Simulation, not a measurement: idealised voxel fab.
The process module that follows is named voxel tone inversion.
Xsec cut, 210 nm wide, square cell size 5 nm.
Reading order for cross-sections: top band down to bottom band. Underlying form: a grid of square cells. Band size: one or more rows of cells. This entry defines a band. It first specifies the height of the band's top and the height of its bottom in nm, and then specifies the band's materials from left to right, stating each material with its width in nm. The word "everywhere" identifies a single material that fills the band from edge to edge, while the word "empty" identifies empty space. Zero point of the height axis is 0; under it, received wafer = one material. Lowest band: continues down indefinitely, "0 and below". So if you see something like "30->40" for the width, read it as the top row of the band sitting at the first number and the bottom row at the second, with every row in between moving by the same amount as the last. "everything unchanged", as given for a step, is the statement that not any cell of the cross-section underwent a change during that step. The list in "Cavities, closed" covers empty spaces of 8 cells or more that cannot reach the top through any open way, and it gives each as width x height at distance; the distance is from the left edge, and width, height and distance are in nm. Post-settings text on a step line: simulator's own remark regarding the step. "overlay nm" on a masked step: distance the mask lay right of its planned place, negative for left.
-- Set out below are the planned steps of the process
1: RECEIVE with material Si
2: CONFORMAL_DEP with material SiN, thk nm 10
3: DIRECTIONAL_DEP with material aC, thk nm 25
4: PATTERN with tone cover, mask id POSTS, material resist, width nm 15, pitch nm 45, thk nm 30, overlay nm 0
5: DIRECTIONAL_ETCH with etch materials aC, depth nm 25
6: STRIP with etch materials resist
7: FILL_DEP with material lowk, thk nm 5
8: CMP with height nm 35
9: STRIP with etch materials aC
-- The following pertains to the first of two wafers, which was processed as planned
-- Incoming wafer, cross-sectional view, post step 1
    0 and below  Si everywhere
    Cavities, closed: none
-- The following cross-section depicts the wafer upon completion of step 2
    10 down to 0  SiN everywhere
    Everything under 0 stays put, no change at all.
-- The following cross-section depicts the wafer upon completion of step 3
    35 down to 10  aC everywhere
    Everything under 10 stays put, no change at all.
-- The following cross-section depicts the wafer upon completion of step 4
    65 down to 35  empty (75), resist (15), empty (30), resist (15), empty (75)
    Everything under 35 stays put, no change at all.
-- The following cross-section depicts the wafer upon completion of step 5
    40 down to 35  empty (75), resist (15), empty (30), resist (15), empty (75)
    35 down to 10  empty (75), aC (15), empty (30), aC (15), empty (75)
    Everything under 10 stays put, no change at all.
-- The following cross-section depicts the wafer upon completion of step 6
    35 down to 10  empty (75), aC (15), empty (30), aC (15), empty (75)
    Everything under 10 stays put, no change at all.
-- The following cross-section depicts the wafer upon completion of step 7
    40 down to 35  lowk everywhere
    35 down to 10  lowk (75), aC (15), lowk (30), aC (15), lowk (75)
    Everything under 10 stays put, no change at all.
-- The following cross-section depicts the wafer upon completion of step 8
    35 down to 10  lowk (75), aC (15), lowk (30), aC (15), lowk (75)
    Everything under 10 stays put, no change at all.
-- The following cross-section depicts the wafer upon completion of step 9
    35 down to 10  lowk (75), empty (15), lowk (30), empty (15), lowk (75)
    Everything under 10 stays put, no change at all.
-- Notes, second wafer: start = first wafer's, plan = first wafer's, execution had one mistake; history identical to first through step 1
-- Second wafer, sectioned view, at step 2's planned end time
    15 down to 0  SiN everywhere
    Everything under 0 stays put, no change at all.
-- Second wafer, sectioned view, at step 3's planned end time
    40 down to 15  aC everywhere
    Everything under 15 stays put, no change at all.
-- Second wafer, sectioned view, at step 4's planned end time
    70 down to 40  empty (75), resist (15), empty (30), resist (15), empty (75)
    Everything under 40 stays put, no change at all.
-- Second wafer, sectioned view, at step 5's planned end time
    45 down to 40  empty (75), resist (15), empty (30), resist (15), empty (75)
    40 down to 15  empty (75), aC (15), empty (30), aC (15), empty (75)
    Everything under 15 stays put, no change at all.
-- Second wafer, sectioned view, at step 6's planned end time
    40 down to 15  empty (75), aC (15), empty (30), aC (15), empty (75)
    Everything under 15 stays put, no change at all.
-- Second wafer, sectioned view, at step 7's planned end time
    45 down to 40  lowk everywhere
    40 down to 15  lowk (75), aC (15), lowk (30), aC (15), lowk (75)
    Everything under 15 stays put, no change at all.
-- Second wafer, sectioned view, at step 8's planned end time
    35 down to 15  lowk (75), aC (15), lowk (30), aC (15), lowk (75)
    Everything under 15 stays put, no change at all.
-- Second wafer, sectioned view, at step 9's planned end time
    35 down to 15  lowk (75), empty (15), lowk (30), empty (15), lowk (75)
    Everything under 15 stays put, no change at all.
The plan and the run diverged here: step 2 did not use the planned setting and instead ran as CONFORMAL_DEP with material SiN, thk nm 15
Final comparison by cell count, materials where the second wafer has more or fewer than the first: +42 SiN | -36 lowk
